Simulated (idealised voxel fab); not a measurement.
The following is a process module called voxel local oxidation.
175 nm wide, 5 nm square cells: that's cross-section cut.
Format of a cross-section: grid, square cells. Given as bands. Order: top down. Band: one or more rows of cells. Per band: top height and bottom height in nm, followed by the left-to-right materials and their widths in nm; "throughout" marks a single material spanning edge to edge, "empty" marks empty space. Zero point of the height axis is 0; under it, received wafer = one material. Lowest band: continues down indefinitely, "0 down". When a width is written as two numbers, as in "30->40", the first number is the width in the top row of cells of the band and the second is the width in its bottom row, and the width changes by the same amount from each row to the next. Where the words "nothing got changed" appear for a step, the cross-section shows no cell changed by that step; every cell remained as before. "Enclosed internal cavities" lists enclosed empty spaces (at least 8 cells, no open path upward to the top), each as width x height at distance from the left edge, in nm. after a step's settings: what the simulator itself notes on the step. "overlay nm" denotes, for a step that has a mask, the displacement of the mask to the right of its planned place, with negative values corresponding to the left.

-- Process steps foreseen in the plan
1) RECEIVE, material Si
2) OXIDIZE, depth nm 5
3) CONFORMAL_DEP, material SiN, thk nm 10
4) PATTERN, tone cover, mask id ACTIVE, material resist, width nm 130, thk nm 15, overlay nm 0
5) DIRECTIONAL_ETCH, etch materials SiN, depth nm 5
6) STRIP, etch materials resist
7) SELECTIVE_ETCH, etch materials SiO2, depth nm 5
8) OXIDIZE, depth nm 10
9) STRIP, etch materials SiN
All wafers enter the flow in the same state. The depth nm at step 5 differs from wafer to wafer, and the plan gives the value for the first wafer.

-- The first of several wafers in cross-section, exactly as it reached us after step 1
- 0 down = Si throughout
- Enclosed internal cavities: none

-- Depicted here is the first of several wafers in cross-section, at module completion following the last step, step 9
- 0 to -5 = SiO2 throughout
- -5 down = Si throughout
- Enclosed internal cavities: none

-- Cross-sectional depiction of the last of several wafers upon completion of the module
- 0 to -5 = empty=25, SiO2=120, empty=30
- -5 to -15 = SiO2=35, Si=100, SiO2=40
- -15 down = Si throughout
- Enclosed internal cavities: none

-- Rows = wafers. At module end, each row lists per material the cells gained (+) or lost (-) since the wafer was received, then the closed voids
depth nm 5; -35 Si; +35 SiO2; Enclosed internal cavities: none
depth nm 10; -65 Si; +54 SiO2; Enclosed internal cavities: none
depth nm 15; -65 Si; +54 SiO2; Enclosed internal cavities: none
depth nm 20; -65 Si; +54 SiO2; Enclosed internal cavities: none
depth nm 25; -65 Si; +54 SiO2; Enclosed internal cavities: none
